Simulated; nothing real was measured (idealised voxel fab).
Process module in this document: voxel wiring stack
For reference, the cross-section in this document is cut, with width 160 nm and square cells of 5 nm.
Cross-section format: a grid of square cells, given as bands from top to bottom; each band is one or more rows of cells.
Top, bottom (nm), then materials left to right with widths (nm); lone material tagged "throughout" fills the whole band edge to edge; "blank" = empty space.
Basically, 0 is our baseline, since under it the wafer straight out of the box is all one material. The bottom band has no lower end and keeps on going down, so it looks like "0 nm and below".
Per-row width for "30 to 40": begins at first number (top row of band), ends at second number (bottom row), increment between rows held constant.
Take "nothing altered" at face value: in the step it is given for, the cross-section changed in none of its cells.
Enclosed voids (no open way to top), threshold 8 cells or more, entry "Cavities, sealed", notation width x height at distance, distance from left edge, nm.
It should be noted that, on the line of a given step, the content following the step's settings is a remark produced by the simulator itself with respect to that step.
Each step line may optionally specify "overlay nm", which for a step with a mask gives the rightward distance between the mask's planned place and where it lay, a negative value indicating the leftward direction.

[Steps planned for the process]
| 1 | RECEIVE | material Si |
| 2 | CONFORMAL_DEP | material SiO2 | thk nm 15 |
| 3 | CONFORMAL_DEP | material SiCN | thk nm 5 |
| 4 | DIRECTIONAL_DEP | material SiO2 | thk nm 15 |
| 5 | PATTERN | tone open | mask id METAL_1 | material resist | width nm 20 | pitch nm 35 | thk nm 15 | overlay nm 0 |
| 6 | DIRECTIONAL_ETCH | etch materials SiO2 | depth nm 15 |
| 7 | DIRECTIONAL_ETCH | etch materials SiCN | depth nm 5 |
| 8 | STRIP | etch materials resist |
| 9 | CONFORMAL_DEP | material TiN | thk nm 5 |
| 10 | FILL_DEP | material Ru | thk nm 5 |
| 11 | CMP | height nm 35 |
| 12 | EPI | material Ru | thk nm 5 |
| 13 | FILL_DEP | material SiCN | thk nm 5 |
| 14 | DIRECTIONAL_DEP | material lowk | thk nm 30 |
| 15 | DIRECTIONAL_DEP | material aC | thk nm 15 |
| 16 | PATTERN | tone open | mask id METAL_2_HOLES | material resist | width nm 15 | pitch nm 35 | thk nm 30 | overlay nm 0 |
| 17 | DIRECTIONAL_ETCH | etch materials aC | depth nm 15 |
| 18 | STRIP | etch materials resist |
| 19 | DIRECTIONAL_ETCH | etch materials lowk | depth nm 30 |
| 20 | STRIP | etch materials aC |
| 21 | MASKED_ETCH | tone open | mask id METAL_2 | width nm 20 | pitch nm 35 | etch materials lowk | depth nm 20 | overlay nm 0 |
| 22 | MASKED_ETCH | tone open | mask id METAL_2 | width nm 20 | pitch nm 35 | etch materials SiCN | depth nm 5 | overlay nm 0 |
| 23 | CONFORMAL_DEP | material TiN | thk nm 5 |
| 24 | FILL_DEP | material Cu | thk nm 10 |
| 25 | CMP | height nm 75 |
| 26 | CONFORMAL_DEP | material SiN | thk nm 5 |

[Account of the first of two wafers, which was processed as intended]

[Shown in cross-section is the wafer as received, that is, as it stands after step 1]
- 0 nm and below  Si throughout
- Cavities, sealed: none

[Cross-sectional representation of the wafer at the conclusion of step 2]
- 15 nm to 0 nm  SiO2 throughout
- Below 0, no change.

[Cross-sectional representation of the wafer at the conclusion of step 3]
- 20 nm to 15 nm  SiCN throughout
- Below 15, no change.

[Cross-sectional representation of the wafer at the conclusion of step 4]
- 35 nm to 20 nm  SiO2 throughout
- Below 20, no change.

[Cross-sectional representation of the wafer at the conclusion of step 5]
- 50 nm to 35 nm  50 nm resist | 20 nm blank | 15 nm resist | 20 nm blank | 55 nm resist
- Below 35, no change.

[Cross-sectional representation of the wafer at the conclusion of step 6]
- 50 nm to 35 nm  50 nm resist | 20 nm blank | 15 nm resist | 20 nm blank | 55 nm resist
- 35 nm to 20 nm  50 nm SiO2 | 20 nm blank | 15 nm SiO2 | 20 nm blank | 55 nm SiO2
- Below 20, no change.

[Cross-sectional representation of the wafer at the conclusion of step 7]
- 50 nm to 35 nm  50 nm resist | 20 nm blank | 15 nm resist | 20 nm blank | 55 nm resist
- 35 nm to 20 nm  50 nm SiO2 | 20 nm blank | 15 nm SiO2 | 20 nm blank | 55 nm SiO2
- 20 nm to 15 nm  50 nm SiCN | 20 nm blank | 15 nm SiCN | 20 nm blank | 55 nm SiCN
- Below 15, no change.

[Cross-sectional representation of the wafer at the conclusion of step 8]
- 35 nm to 20 nm  50 nm SiO2 | 20 nm blank | 15 nm SiO2 | 20 nm blank | 55 nm SiO2
- Below 20, no change.

[Cross-sectional representation of the wafer at the conclusion of step 9]
- 40 nm to 35 nm  55 nm TiN | 10 nm blank | 25 nm TiN | 10 nm blank | 60 nm TiN
- 35 nm to 20 nm  50 nm SiO2 | 5 nm TiN | 10 nm blank | 5 nm TiN | 15 nm SiO2 | 5 nm TiN | 10 nm blank | 5 nm TiN | 55 nm SiO2
- 20 nm to 15 nm  50 nm SiCN | 20 nm TiN | 15 nm SiCN | 20 nm TiN | 55 nm SiCN
- Below 15, no change.

[Cross-sectional representation of the wafer at the conclusion of step 10]
- 45 nm to 40 nm  Ru throughout
- 40 nm to 35 nm  55 nm TiN | 10 nm Ru | 25 nm TiN | 10 nm Ru | 60 nm TiN
- 35 nm to 20 nm  50 nm SiO2 | 5 nm TiN | 10 nm Ru | 5 nm TiN | 15 nm SiO2 | 5 nm TiN | 10 nm Ru | 5 nm TiN | 55 nm SiO2
- Below 20, no change.

[Cross-sectional representation of the wafer at the conclusion of step 11]
- 35 nm to 20 nm  50 nm SiO2 | 5 nm TiN | 10 nm Ru | 5 nm TiN | 15 nm SiO2 | 5 nm TiN | 10 nm Ru | 5 nm TiN | 55 nm SiO2
- Below 20, no change.

[Cross-sectional representation of the wafer at the conclusion of step 12]
- 40 nm to 35 nm  45 nm blank | 30 nm Ru | 5 nm blank | 30 nm Ru | 50 nm blank
- Below 35, no change.

[Cross-sectional representation of the wafer at the conclusion of step 13]
- 45 nm to 40 nm  SiCN throughout
- 40 nm to 35 nm  45 nm SiCN | 30 nm Ru | 5 nm SiCN | 30 nm Ru | 50 nm SiCN
- Below 35, no change.

[Cross-sectional representation of the wafer at the conclusion of step 14]
- 75 nm to 45 nm  lowk throughout
- Below 45, no change.

[Cross-sectional representation of the wafer at the conclusion of step 15]
- 90 nm to 75 nm  aC throughout
- Below 75, no change.

[Cross-sectional representation of the wafer at the conclusion of step 16]
- 120 nm to 90 nm  50 nm resist | 15 nm blank | 20 nm resist | 15 nm blank | 60 nm resist
- Below 90, no change.

[Cross-sectional representation of the wafer at the conclusion of step 17]
- 105 nm to 90 nm  50 nm resist | 15 nm blank | 20 nm resist | 15 nm blank | 60 nm resist
- 90 nm to 75 nm  50 nm aC | 15 nm blank | 20 nm aC | 15 nm blank | 60 nm aC
- Below 75, no change.

[Cross-sectional representation of the wafer at the conclusion of step 18]
- 90 nm to 75 nm  50 nm aC | 15 nm blank | 20 nm aC | 15 nm blank | 60 nm aC
- Below 75, no change.

[Cross-sectional representation of the wafer at the conclusion of step 19]
- 90 nm to 75 nm  50 nm aC | 15 nm blank | 20 nm aC | 15 nm blank | 60 nm aC
- 75 nm to 45 nm  50 nm lowk | 15 nm blank | 20 nm lowk | 15 nm blank | 60 nm lowk
- Below 45, no change.

[Cross-sectional representation of the wafer at the conclusion of step 20]
- 75 nm to 45 nm  50 nm lowk | 15 nm blank | 20 nm lowk | 15 nm blank | 60 nm lowk
- Below 45, no change.

[Cross-sectional representation of the wafer at the conclusion of step 21]
- 75 nm to 55 nm  50 nm lowk | 20 nm blank | 15 nm lowk | 20 nm blank | 55 nm lowk
- Below 55, no change.

[Cross-sectional representation of the wafer at the conclusion of step 22]
- 75 nm to 55 nm  50 nm lowk | 20 nm blank | 15 nm lowk | 20 nm blank | 55 nm lowk
- 55 nm to 45 nm  50 nm lowk | 15 nm blank | 20 nm lowk | 15 nm blank | 60 nm lowk
- 45 nm to 40 nm  50 nm SiCN | 15 nm blank | 20 nm SiCN | 15 nm blank | 60 nm SiCN
- Below 40, no change.

[Cross-sectional representation of the wafer at the conclusion of step 23]
- 80 nm to 75 nm  55 nm TiN | 10 nm blank | 25 nm TiN | 10 nm blank | 60 nm TiN
- 75 nm to 60 nm  50 nm lowk | 5 nm TiN | 10 nm blank | 5 nm TiN | 15 nm lowk | 5 nm TiN | 10 nm blank | 5 nm TiN | 55 nm lowk
- 60 nm to 55 nm  50 nm lowk | 5 nm TiN | 5 nm blank | 10 nm TiN | 15 nm lowk | 5 nm TiN | 5 nm blank | 10 nm TiN | 55 nm lowk
- 55 nm to 45 nm  50 nm lowk | 5 nm TiN | 5 nm blank | 5 nm TiN | 20 nm lowk | 5 nm TiN | 5 nm blank | 5 nm TiN | 60 nm lowk
- 45 nm to 40 nm  50 nm SiCN | 15 nm TiN | 20 nm SiCN | 15 nm TiN | 60 nm SiCN
- Below 40, no change.

[Cross-sectional representation of the wafer at the conclusion of step 24]
- 90 nm to 80 nm  Cu throughout
- 80 nm to 75 nm  55 nm TiN | 10 nm Cu | 25 nm TiN | 10 nm Cu | 60 nm TiN
- 75 nm to 60 nm  50 nm lowk | 5 nm TiN | 10 nm Cu | 5 nm TiN | 15 nm lowk | 5 nm TiN | 10 nm Cu | 5 nm TiN | 55 nm lowk
- 60 nm to 55 nm  50 nm lowk | 5 nm TiN | 5 nm Cu | 10 nm TiN | 15 nm lowk | 5 nm TiN | 5 nm Cu | 10 nm TiN | 55 nm lowk
- 55 nm to 45 nm  50 nm lowk | 5 nm TiN | 5 nm Cu | 5 nm TiN | 20 nm lowk | 5 nm TiN | 5 nm Cu | 5 nm TiN | 60 nm lowk
- Below 45, no change.

[Cross-sectional representation of the wafer at the conclusion of step 25]
- 75 nm to 60 nm  50 nm lowk | 5 nm TiN | 10 nm Cu | 5 nm TiN | 15 nm lowk | 5 nm TiN | 10 nm Cu | 5 nm TiN | 55 nm lowk
- Below 60, no change.

[Cross-sectional representation of the wafer at the conclusion of step 26]
- 80 nm to 75 nm  SiN throughout
- Below 75, no change.

[Regarding the second of the two wafers: it shared the first wafer's starting condition and process plan, yet one error occurred during its execution. Its history coincides with that of the first wafer up to and including step 12]

[Second wafer, cut view, end of step 13 per plan]
- 70 nm to 65 nm  45 nm blank | 30 nm lowk | 5 nm blank | 30 nm lowk | 50 nm blank
- 65 nm to 40 nm  lowk throughout
- 40 nm to 35 nm  45 nm lowk | 30 nm Ru | 5 nm lowk | 30 nm Ru | 50 nm lowk
- Below 35, no change.

[Second wafer, cut view, end of step 14 per plan]
- 75 nm to 70 nm  SiCN throughout
- 70 nm to 65 nm  45 nm SiCN | 30 nm lowk | 5 nm SiCN | 30 nm lowk | 50 nm SiCN
- Below 65, no change.

[Second wafer, cut view, end of step 15 per plan]
- 90 nm to 75 nm  aC throughout
- Below 75, no change.

[Second wafer, cut view, end of step 16 per plan]
- 120 nm to 90 nm  50 nm resist | 15 nm blank | 20 nm resist | 15 nm blank | 60 nm resist
- Below 90, no change.

[Second wafer, cut view, end of step 17 per plan]
- 105 nm to 90 nm  50 nm resist | 15 nm blank | 20 nm resist | 15 nm blank | 60 nm resist
- 90 nm to 75 nm  50 nm aC | 15 nm blank | 20 nm aC | 15 nm blank | 60 nm aC
- Below 75, no change.

[Second wafer, cut view, end of step 18 per plan]
- 90 nm to 75 nm  50 nm aC | 15 nm blank | 20 nm aC | 15 nm blank | 60 nm aC
- Below 75, no change.

Second wafer, cut view, end of step 19 per plan: nothing altered

[Second wafer, cut view, end of step 20 per plan]
- 75 nm to 70 nm  SiCN throughout
- Below 70, no change.

Second wafer, cut view, end of step 21 per plan: nothing altered

[Second wafer, cut view, end of step 22 per plan]
- 75 nm to 70 nm  50 nm SiCN | 20 nm blank | 15 nm SiCN | 20 nm blank | 55 nm SiCN
- Below 70, no change.

[Second wafer, cut view, end of step 23 per plan]
- 80 nm to 75 nm  55 nm TiN | 10 nm blank | 25 nm TiN | 10 nm blank | 60 nm TiN
- 75 nm to 70 nm  50 nm SiCN | 20 nm TiN | 15 nm SiCN | 20 nm TiN | 55 nm SiCN
- Below 70, no change.

[Second wafer, cut view, end of step 24 per plan]
- 90 nm to 80 nm  Cu throughout
- 80 nm to 75 nm  55 nm TiN | 10 nm Cu | 25 nm TiN | 10 nm Cu | 60 nm TiN
- Below 75, no change.

[Second wafer, cut view, end of step 25 per plan]
- 75 nm to 70 nm  50 nm SiCN | 20 nm TiN | 15 nm SiCN | 20 nm TiN | 55 nm SiCN
- Below 70, no change.

[Second wafer, cut view, end of step 26 per plan]
- 80 nm to 75 nm  SiN throughout
- Below 75, no change.
It is concluded that the wafer was processed incorrectly with respect to the plan, in that note: step 13 <-> step 14, run order reversed vs plan
The final cell counts differ between the wafers, with the second having more or fewer of some materials than the first: Cu: 18 fewer | SiCN: 2 fewer | TiN: 24 fewer | lowk: 44 more
